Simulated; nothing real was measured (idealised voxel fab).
The document below concerns the process module designated voxel fin reveal.
For reference, the cross-section in this document is cut, with width 255 nm and square cells of 5 nm.
If you're reading a cross-section in this doc, picture square cells in a grid; it comes to you as bands, top ones listed first down to the bottom, and a band can be one or more rows of cells. Within each band entry, the heights of the top and of the bottom of the band appear first, in that order and in nm; the materials of the band then follow from left to right, each with its corresponding width in nm. The designation "all across" on a single material indicates that it fills the band from edge to edge; the designation "empty" indicates empty space. Counting heights begins at 0, where everything beneath is, in the wafer as received, one material. The lowest band has no bottom; it goes on downwards, as "0 and below" shows. So if you see something like "30 to 40" for the width, read it as the top row of the band sitting at the first number and the bottom row at the second, with every row in between moving by the same amount as the last. "no change occurred", as given for a step, is the statement that not any cell of the cross-section underwent a change during that step. The label "Internal closed voids" introduces a list of the empty spaces, 8 cells or larger, that have no open way up to the top; each entry in it reads width x height at distance, where the distance is taken from the left edge and all three are stated in nm. If you see something after the settings on a step's line, that's the simulator's own remark about that step. overlay nm: mask offset rightward from planned place, masked step; negative means leftward offset.
Planned process steps
| 1 | RECEIVE,material Si |
| 2 | CONFORMAL_DEP,material SiN,thk nm 10 |
| 3 | PATTERN,tone cover,mask id FINS,material resist,width nm 15,pitch nm 40,thk nm 15,overlay nm 0 |
| 4 | DIRECTIONAL_ETCH,etch materials SiN,depth nm 10 |
| 5 | DIRECTIONAL_ETCH,etch materials Si,depth nm 35 |
| 6 | STRIP,etch materials resist |
| 7 | OXIDIZE,depth nm 5 |
| 8 | FILL_DEP,material SiO2,thk nm 15 |
| 9 | CMP,height nm 0 |
| 10 | SELECTIVE_ETCH,etch materials SiO2,depth nm 35 |
| 11 | STRIP,etch materials SiN |
Where the wafers of this document differ is in the height nm of step 9; they start out the same, and the plan states the value that applied to the first wafer.
Cross-section, first of several wafers, as delivered after step 1
0 and below: Si all across
Internal closed voids: none
each wafer at the end: cells of each material gained (+) or lost (-) since it was received, then its closed voids
height nm 0; -384 Si; +48 SiO2; Internal closed voids: none
height nm 5; -384 Si; +96 SiO2; Internal closed voids: none
height nm 10; -384 Si; +144 SiO2; Internal closed voids: none
height nm 15; -384 Si; +192 SiO2; Internal closed voids: none
height nm 20; -384 Si; +240 SiO2; Internal closed voids: none
height nm 25; -384 Si; +288 SiO2; Internal closed voids: none
